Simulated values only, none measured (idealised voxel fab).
Process module in this document: voxel transistor to metal
The figure presents cross-section cut, which has a width of 160 nm and is divided into square cells with an edge length of 5 nm.
Throughout this document, each cross-section is represented as a grid of square cells and is presented as a sequence of bands enumerated from the top downward, where a band comprises one or more rows of cells. Band: top and bottom heights (nm) first, top before bottom; then materials from left to right, widths in nm. "everywhere" marks a sole material filling the band edge to edge. "empty" denotes empty space. Beneath 0, the wafer as received is one material, and that level is where height counting begins. The lowest band goes on downward without a bottom; it is written like "0 and below". Read "30..40" as a graded width: first number on top, second number at the bottom, same change between each pair of neighbouring rows. It should be understood that the words "remains unaltered", when stated for a given step, signify that the cross-section underwent no change in any of its cells during that step. In the "Sealed void inventory" entry, you get each enclosed empty space of 8 cells or more, one with no open way to the top, written width x height at distance, distance from the left edge, in nm. Where a step's line continues beyond its settings, the continuation is a remark by the simulator itself on that step. The optional step-line setting "overlay nm" applies to steps with a mask and quantifies how far to the right of its planned location the mask lay, a negative value indicating leftward placement.
**Planned process steps**
1) RECEIVE [material Si]
2) CONFORMAL_DEP [material SiO2] [thk nm 5]
3) CONFORMAL_DEP [material SiN] [thk nm 10]
4) PATTERN [tone cover] [mask id ACTIVE] [material resist] [width nm 125] [thk nm 20] [overlay nm 0]
5) DIRECTIONAL_ETCH [etch materials SiN] [depth nm 10]
6) DIRECTIONAL_ETCH [etch materials SiO2] [depth nm 5]
7) DIRECTIONAL_ETCH [etch materials Si] [depth nm 35]
8) STRIP [etch materials resist]
9) FILL_DEP [material SiO2] [thk nm 15]
10) CMP [height nm 15]
11) SELECTIVE_ETCH [etch materials SiO2] [depth nm 5]
12) STRIP [etch materials SiN]
13) SELECTIVE_ETCH [etch materials SiO2] [depth nm 5]
14) OXIDIZE [depth nm 5]
15) DIRECTIONAL_DEP [material polySi] [thk nm 20]
16) DIRECTIONAL_DEP [material SiCN] [thk nm 10]
17) PATTERN [tone cover] [mask id GATE] [material resist] [width nm 35] [thk nm 15] [overlay nm 0]
18) DIRECTIONAL_ETCH [etch materials SiCN] [depth nm 20]
19) DIRECTIONAL_ETCH [etch materials polySi] [depth nm 30]
20) STRIP [etch materials resist]
21) CONFORMAL_DEP [material SiO2] [thk nm 5]
22) DIRECTIONAL_ETCH [etch materials SiO2] [depth nm 5]
23) CONFORMAL_DEP [material SiN] [thk nm 5]
24) DIRECTIONAL_ETCH [etch materials SiN] [depth nm 5]
25) DIRECTIONAL_ETCH [etch materials SiO2] [depth nm 5]
26) DIRECTIONAL_ETCH [etch materials Si] [depth nm 5]
27) EPI [material SiGe] [thk nm 5]
28) FILL_DEP [material SiO2] [thk nm 5]
29) CMP [height nm 20]
30) STRIP [etch materials polySi]
31) SELECTIVE_ETCH [etch materials SiO2] [depth nm 5]
32) CONFORMAL_DEP [material HfO2] [thk nm 5]
33) CONFORMAL_DEP [material TiN] [thk nm 5]
34) FILL_DEP [material W] [thk nm 5]
35) CMP [height nm 15]
36) DIRECTIONAL_DEP [material SiO2] [thk nm 15]
37) MASKED_ETCH [tone open] [mask id CONTACT] [width nm 20] [pitch nm 85] [etch materials SiO2] [depth nm 35] [overlay nm 0]
38) CONFORMAL_DEP [material TiN] [thk nm 5]
39) FILL_DEP [material Ru] [thk nm 5]
40) CMP [height nm 30]
41) CONFORMAL_DEP [material SiN] [thk nm 5]
42) DIRECTIONAL_DEP [material lowk] [thk nm 20]
43) PATTERN [tone open] [mask id METAL_1] [material resist] [width nm 20] [pitch nm 85] [thk nm 20] [overlay nm 0]
44) DIRECTIONAL_ETCH [etch materials lowk] [depth nm 20]
45) DIRECTIONAL_ETCH [etch materials SiN] [depth nm 5]
46) STRIP [etch materials resist]
47) CONFORMAL_DEP [material TiN] [thk nm 5]
48) FILL_DEP [material Ru] [thk nm 5]
49) CMP [height nm 55]
50) CONFORMAL_DEP [material SiCN] [thk nm 5]
51) DIRECTIONAL_DEP [material SiO2] [thk nm 30]
52) PATTERN [tone open] [mask id METAL_2_HOLES] [material resist] [width nm 15] [pitch nm 85] [thk nm 20] [overlay nm 0]
53) DIRECTIONAL_ETCH [etch materials SiO2] [depth nm 30]
54) STRIP [etch materials resist]
55) PATTERN [tone open] [mask id METAL_2] [material resist] [width nm 20] [pitch nm 85] [thk nm 15] [overlay nm 0]
56) DIRECTIONAL_ETCH [etch materials SiO2] [depth nm 15]
57) DIRECTIONAL_ETCH [etch materials SiCN] [depth nm 5]
58) STRIP [etch materials resist]
59) CONFORMAL_DEP [material TiN] [thk nm 5]
60) FILL_DEP [material Cu] [thk nm 10]
61) CMP [height nm 90]
62) CONFORMAL_DEP [material SiN] [thk nm 5]
**Wafer at receipt (post step 1), cross-section**
- 0 and below = Si everywhere
- Sealed void inventory: none
**First of two wafers at the end of the module, shown in cross-section; run carried out as planned**
- 95 down to 90 = SiN everywhere
- 90 down to 80 = SiO2=25 | TiN=5 | Cu=10 | TiN=5 | SiO2=65 | TiN=5 | Cu=10 | TiN=5 | SiO2=30
- 80 down to 75 = SiO2=25 | TiN=5 | Cu=5 | TiN=10 | SiO2=65 | TiN=5 | Cu=5 | TiN=10 | SiO2=30
- 75 down to 60 = SiO2=25 | TiN=5 | Cu=5 | TiN=5 | SiO2=70 | TiN=5 | Cu=5 | TiN=5 | SiO2=35
- 60 down to 55 = SiCN=25 | TiN=15 | SiCN=70 | TiN=15 | SiCN=35
- 55 down to 35 = lowk=25 | TiN=5 | Ru=10 | TiN=5 | lowk=65 | TiN=5 | Ru=10 | TiN=5 | lowk=30
- 35 down to 30 = SiN=25 | TiN=20 | SiN=65 | TiN=20 | SiN=30
- 30 down to 15 = SiO2=25 | TiN=5 | Ru=10 | TiN=5 | SiO2=65 | TiN=5 | Ru=10 | TiN=5 | SiO2=30
- 15 down to 5 = SiO2=25 | TiN=5 | Ru=10 | TiN=5 | SiO2=5 | SiN=5 | HfO2=5 | TiN=5 | W=25 | TiN=5 | HfO2=5 | SiN=5 | SiO2=5 | TiN=5 | Ru=10 | TiN=5 | SiO2=30
- 5 down to 0 = SiO2=15 | SiN=5 | SiO2=5 | TiN=5 | Ru=10 | TiN=5 | SiO2=5 | SiN=5 | HfO2=5 | TiN=35 | HfO2=5 | SiN=5 | SiO2=5 | TiN=5 | Ru=10 | TiN=5 | SiO2=5 | SiN=5 | SiO2=20
- 0 down to -5 = SiO2=20 | SiGe=5 | TiN=20 | SiGe=5 | SiO2=5 | HfO2=45 | SiO2=5 | SiGe=5 | TiN=20 | SiGe=5 | SiO2=25
- -5 down to -10 = SiO2=15 | Si=5 | SiGe=30 | Si=55 | SiGe=30 | Si=5 | SiO2=20
- -10 down to -35 = SiO2=15 | Si=125 | SiO2=20
- -35 and below = Si everywhere
- Sealed void inventory: none
**second wafer at the end: like start, like plan, one mistake**
- 95 down to 90 = SiN everywhere
- 90 down to 80 = SiO2=25 | TiN=5 | Cu=15 | TiN=5 | SiO2=60 | TiN=5 | Cu=15 | TiN=5 | SiO2=25
- 80 down to 75 = SiO2=25 | TiN=5 | Cu=5 | TiN=15 | SiO2=60 | TiN=5 | Cu=5 | TiN=15 | SiO2=25
- 75 down to 60 = SiO2=25 | TiN=5 | Cu=5 | TiN=5 | SiO2=70 | TiN=5 | Cu=5 | TiN=5 | SiO2=35
- 60 down to 55 = SiCN=25 | TiN=15 | SiCN=70 | TiN=15 | SiCN=35
- 55 down to 35 = lowk=25 | TiN=5 | Ru=10 | TiN=5 | lowk=65 | TiN=5 | Ru=10 | TiN=5 | lowk=30
- 35 down to 30 = SiN=25 | TiN=20 | SiN=65 | TiN=20 | SiN=30
- 30 down to 15 = SiO2=25 | TiN=5 | Ru=10 | TiN=5 | SiO2=65 | TiN=5 | Ru=10 | TiN=5 | SiO2=30
- 15 down to 5 = SiO2=25 | TiN=5 | Ru=10 | TiN=5 | SiO2=5 | SiN=5 | HfO2=5 | TiN=5 | W=25 | TiN=5 | HfO2=5 | SiN=5 | SiO2=5 | TiN=5 | Ru=10 | TiN=5 | SiO2=30
- 5 down to 0 = SiO2=15 | SiN=5 | SiO2=5 | TiN=5 | Ru=10 | TiN=5 | SiO2=5 | SiN=5 | HfO2=5 | TiN=35 | HfO2=5 | SiN=5 | SiO2=5 | TiN=5 | Ru=10 | TiN=5 | SiO2=5 | SiN=5 | SiO2=20
- 0 down to -5 = SiO2=20 | SiGe=5 | TiN=20 | SiGe=5 | SiO2=5 | HfO2=45 | SiO2=5 | SiGe=5 | TiN=20 | SiGe=5 | SiO2=25
- -5 down to -10 = SiO2=15 | Si=5 | SiGe=30 | Si=55 | SiGe=30 | Si=5 | SiO2=20
- -10 down to -35 = SiO2=15 | Si=125 | SiO2=20
- -35 and below = Si everywhere
- Sealed void inventory: none
Run error: step 55 was processed under conditions differing from the plan, specifically as PATTERN [tone open] [mask id METAL_2] [material resist] [width nm 25] [pitch nm 85] [thk nm 15] [overlay nm 0]
Upon completion, the second wafer contains, in terms of cells, a greater or smaller amount of certain materials than the first wafer: +4 Cu | -6 SiO2 | +2 TiN
